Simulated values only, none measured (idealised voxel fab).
process module | voxel tone inversion
cross-section cut | 230 nm wide | cells 5 nm
A cross-section is a grid of square cells, given in bands from the top down. A band is one or more rows of cells.
Each band's line starts with the height of the band's top and of its bottom, in nm. Then come its materials from left to right, each with its width in nm. One material with "throughout" fills the band from edge to edge. "air" is empty space.
Height 0 is the level under which the wafer as received is all one material. The lowest band goes on downwards, as in "0 down".
A width such as "30 to 40" changes by the same amount from each row of cells to the next, from the band's top row to its bottom row.
"no change" after a step means that no cell of the cross-section changed.
closed voids: empty space of 8 cells or more with no open way to the top, each as width x height at its distance from the left edge, in nm
after a step's settings: what the simulator itself notes on the step
overlay nm, on a step with a mask: how far to the right of its planned place the mask lay; to the left if negative
plan
1 op RECEIVE | material Si
2 op CONFORMAL_DEP | material SiN | thk nm 10
3 op DIRECTIONAL_DEP | material aC | thk nm 25
4 op PATTERN | tone cover | mask id POSTS | material resist | width nm 20 | pitch nm 35 | thk nm 35 | overlay nm 0
5 op DIRECTIONAL_ETCH | etch materials aC | depth nm 25
6 op STRIP | etch materials resist
7 op FILL_DEP | material lowk | thk nm 10
8 op CMP | height nm 35
9 op STRIP | etch materials aC
first wafer, as planned
as received, after step 1
  0 down: Si throughout
  closed voids: none
after step 2
  10 to 0: SiN throughout
  below 0: unchanged
after step 3
  35 to 10: aC throughout
  below 10: unchanged
after step 4
  70 to 35: air 70 | resist 20 | air 15 | resist 20 | air 15 | resist 20 | air 70
  below 35: unchanged
after step 5
  45 to 35: air 70 | resist 20 | air 15 | resist 20 | air 15 | resist 20 | air 70
  35 to 10: air 70 | aC 20 | air 15 | aC 20 | air 15 | aC 20 | air 70
  below 10: unchanged
after step 6
  35 to 10: air 70 | aC 20 | air 15 | aC 20 | air 15 | aC 20 | air 70
  below 10: unchanged
after step 7
  45 to 35: lowk throughout
  35 to 10: lowk 70 | aC 20 | lowk 15 | aC 20 | lowk 15 | aC 20 | lowk 70
  below 10: unchanged
after step 8
  35 to 10: lowk 70 | aC 20 | lowk 15 | aC 20 | lowk 15 | aC 20 | lowk 70
  below 10: unchanged
after step 9
  35 to 10: lowk 70 | air 20 | lowk 15 | air 20 | lowk 15 | air 20 | lowk 70
  below 10: unchanged
second wafer: like start, like plan, one mistake. Through step 3 it matches the first wafer
when step 4 should have ended
  70 to 35: air 65 | resist 20 | air 15 | resist 20 | air 15 | resist 20 | air 75
  below 35: unchanged
when step 5 should have ended
  45 to 35: air 65 | resist 20 | air 15 | resist 20 | air 15 | resist 20 | air 75
  35 to 10: air 65 | aC 20 | air 15 | aC 20 | air 15 | aC 20 | air 75
  below 10: unchanged
when step 6 should have ended
  35 to 10: air 65 | aC 20 | air 15 | aC 20 | air 15 | aC 20 | air 75
  below 10: unchanged
when step 7 should have ended
  45 to 35: lowk throughout
  35 to 10: lowk 65 | aC 20 | lowk 15 | aC 20 | lowk 15 | aC 20 | lowk 75
  below 10: unchanged
when step 8 should have ended
  35 to 10: lowk 65 | aC 20 | lowk 15 | aC 20 | lowk 15 | aC 20 | lowk 75
  below 10: unchanged
when step 9 should have ended
  35 to 10: lowk 65 | air 20 | lowk 15 | air 20 | lowk 15 | air 20 | lowk 75
  below 10: unchanged
what went wrong: step 4 ran as: op PATTERN | tone cover | mask id POSTS | material resist | width nm 20 | pitch nm 35 | thk nm 35 | overlay nm -5
at the end the second wafer has, in cells: as many of each material as the first, in other places
